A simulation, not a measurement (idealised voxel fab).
process module | voxel transistor to metal
cross-section cut | 175 nm wide | cells 5 nm
A cross-section is a grid of square cells, given in bands from the top down. A band is one or more rows of cells.
Each band's line starts with the height of the band's top and of its bottom, in nm. Then come its materials from left to right, each with its width in nm. One material with "throughout" fills the band from edge to edge. "air" is empty space.
Height 0 is the level under which the wafer as received is all one material. The lowest band goes on downwards, as in "0 down".
A width such as "30 to 40" changes by the same amount from each row of cells to the next, from the band's top row to its bottom row.
"no change" after a step means that no cell of the cross-section changed.
closed voids: empty space of 8 cells or more with no open way to the top, each as width x height at its distance from the left edge, in nm
after a step's settings: what the simulator itself notes on the step
overlay nm, on a step with a mask: how far to the right of its planned place the mask lay; to the left if negative
plan
1 op RECEIVE | material Si
2 op CONFORMAL_DEP | material SiO2 | thk nm 5
3 op CONFORMAL_DEP | material SiN | thk nm 10
4 op DIRECTIONAL_DEP | material aC | thk nm 15
5 op PATTERN | tone cover | mask id ACTIVE | material resist | width nm 115 | thk nm 35 | overlay nm 0
6 op DIRECTIONAL_ETCH | etch materials aC | depth nm 15
7 op STRIP | etch materials resist
8 op DIRECTIONAL_ETCH | etch materials SiN | depth nm 10
9 op DIRECTIONAL_ETCH | etch materials SiO2 | depth nm 5
10 op DIRECTIONAL_ETCH | etch materials Si | depth nm 35
11 op STRIP | etch materials aC
12 op OXIDIZE | depth nm 5
13 op FILL_DEP | material SiO2 | thk nm 10
14 op CMP | height nm 15
15 op SELECTIVE_ETCH | etch materials SiO2 | depth nm 5
16 op STRIP | etch materials SiN
17 op SELECTIVE_ETCH | etch materials SiO2 | depth nm 5
18 op OXIDIZE | depth nm 5
19 op DIRECTIONAL_DEP | material polySi | thk nm 30
20 op DIRECTIONAL_DEP | material SiCN | thk nm 10
21 op DIRECTIONAL_DEP | material aC | thk nm 15
22 op PATTERN | tone cover | mask id GATE | material resist | width nm 25 | thk nm 30 | overlay nm 0
23 op DIRECTIONAL_ETCH | etch materials aC | depth nm 15
24 op STRIP | etch materials resist
25 op DIRECTIONAL_ETCH | etch materials SiCN | depth nm 20
26 op DIRECTIONAL_ETCH | etch materials polySi | depth nm 40
27 op STRIP | etch materials aC
28 op CONFORMAL_DEP | material SiN | thk nm 10
29 op DIRECTIONAL_ETCH | etch materials SiN | depth nm 10
30 op DIRECTIONAL_ETCH | etch materials SiO2 | depth nm 5
31 op DIRECTIONAL_ETCH | etch materials Si | depth nm 5
32 op EPI | material pSi | thk nm 5
33 op FILL_DEP | material SiO2 | thk nm 5
34 op CMP | height nm 30
35 op STRIP | etch materials polySi
36 op SELECTIVE_ETCH | etch materials SiO2 | depth nm 5
37 op CONFORMAL_DEP | material HfO2 | thk nm 5
38 op CONFORMAL_DEP | material TiN | thk nm 5
39 op FILL_DEP | material W | thk nm 10
40 op CMP | height nm 25
41 op DIRECTIONAL_DEP | material SiO2 | thk nm 15
42 op DIRECTIONAL_DEP | material aC | thk nm 15
43 op PATTERN | tone open | mask id CONTACT | material resist | width nm 15 | pitch nm 80 | thk nm 35 | overlay nm 0
44 op DIRECTIONAL_ETCH | etch materials aC | depth nm 15
45 op STRIP | etch materials resist
46 op DIRECTIONAL_ETCH | etch materials SiO2 | depth nm 45
47 op STRIP | etch materials aC
48 op CONFORMAL_DEP | material TiN | thk nm 5
49 op FILL_DEP | material Ru | thk nm 10
50 op CMP | height nm 40
51 op DIRECTIONAL_DEP | material TiN | thk nm 5
52 op DIRECTIONAL_DEP | material W | thk nm 15
53 op MASKED_ETCH | tone cover | mask id METAL_1 | width nm 15 | pitch nm 80 | etch materials W | depth nm 15 | overlay nm 0
54 op MASKED_ETCH | tone cover | mask id METAL_1 | width nm 15 | pitch nm 80 | etch materials TiN | depth nm 5 | overlay nm 0
55 op CONFORMAL_DEP | material SiN | thk nm 5
56 op FILL_DEP | material SiO2 | thk nm 10
57 op CMP | height nm 60
58 op CONFORMAL_DEP | material SiCN | thk nm 5
as received, after step 1
  0 down: Si throughout
  closed voids: none
first wafer at the end, as planned
  65 to 60: SiCN throughout
  60 to 45: SiO2 35 | SiN 5 | W 15 | SiN 5 | SiO2 55 | SiN 5 | W 15 | SiN 5 | SiO2 35
  45 to 40: SiN 40 | TiN 15 | SiN 65 | TiN 15 | SiN 40
  40 to 25: SiO2 40 | TiN 5 | Ru 5 | TiN 5 | SiO2 65 | TiN 5 | Ru 5 | TiN 5 | SiO2 40
  25 to 5: SiO2 40 | TiN 5 | Ru 5 | TiN 5 | SiO2 10 | SiN 10 | HfO2 5 | TiN 5 | W 5 | TiN 5 | HfO2 5 | SiN 10 | SiO2 10 | TiN 5 | Ru 5 | TiN 5 | SiO2 40
  5 to 0: SiO2 25 | SiN 10 | SiO2 5 | TiN 5 | Ru 5 | TiN 5 | SiO2 10 | SiN 10 | HfO2 5 | TiN 15 | HfO2 5 | SiN 10 | SiO2 10 | TiN 5 | Ru 5 | TiN 5 | SiO2 5 | SiN 10 | SiO2 25
  0 to -5: SiO2 40 | TiN 15 | SiO2 5 | pSi 5 | SiO2 5 | HfO2 35 | SiO2 5 | pSi 5 | SiO2 5 | TiN 15 | SiO2 40
  -5 to -10: SiO2 35 | pSi 30 | Si 45 | pSi 30 | SiO2 35
  -10 to -40: SiO2 35 | Si 105 | SiO2 35
  -40 down: Si throughout
  closed voids: none
second wafer at the end: like start, like plan, one mistake
  65 to 60: SiCN throughout
  60 to 55: SiN 40 | TiN 15 | SiN 65 | TiN 15 | SiN 40
  55 to 45: Ru throughout
  45 to 40: TiN 45 | Ru 5 | TiN 75 | Ru 5 | TiN 45
  40 to 25: SiO2 40 | TiN 5 | Ru 5 | TiN 5 | SiO2 65 | TiN 5 | Ru 5 | TiN 5 | SiO2 40
  25 to 5: SiO2 40 | TiN 5 | Ru 5 | TiN 5 | SiO2 10 | SiN 10 | HfO2 5 | TiN 5 | W 5 | TiN 5 | HfO2 5 | SiN 10 | SiO2 10 | TiN 5 | Ru 5 | TiN 5 | SiO2 40
  5 to 0: SiO2 25 | SiN 10 | SiO2 5 | TiN 5 | Ru 5 | TiN 5 | SiO2 10 | SiN 10 | HfO2 5 | TiN 15 | HfO2 5 | SiN 10 | SiO2 10 | TiN 5 | Ru 5 | TiN 5 | SiO2 5 | SiN 10 | SiO2 25
  0 to -5: SiO2 40 | TiN 15 | SiO2 5 | pSi 5 | SiO2 5 | HfO2 35 | SiO2 5 | pSi 5 | SiO2 5 | TiN 15 | SiO2 40
  -5 to -10: SiO2 35 | pSi 30 | Si 45 | pSi 30 | SiO2 35
  -10 to -40: SiO2 35 | Si 105 | SiO2 35
  -40 down: Si throughout
  closed voids: none
what went wrong: step 50 was left out
at the end the second wafer has, in cells: 72 more of Ru | 12 fewer of SiN | 75 fewer of SiO2 | 33 more of TiN | 18 fewer of W
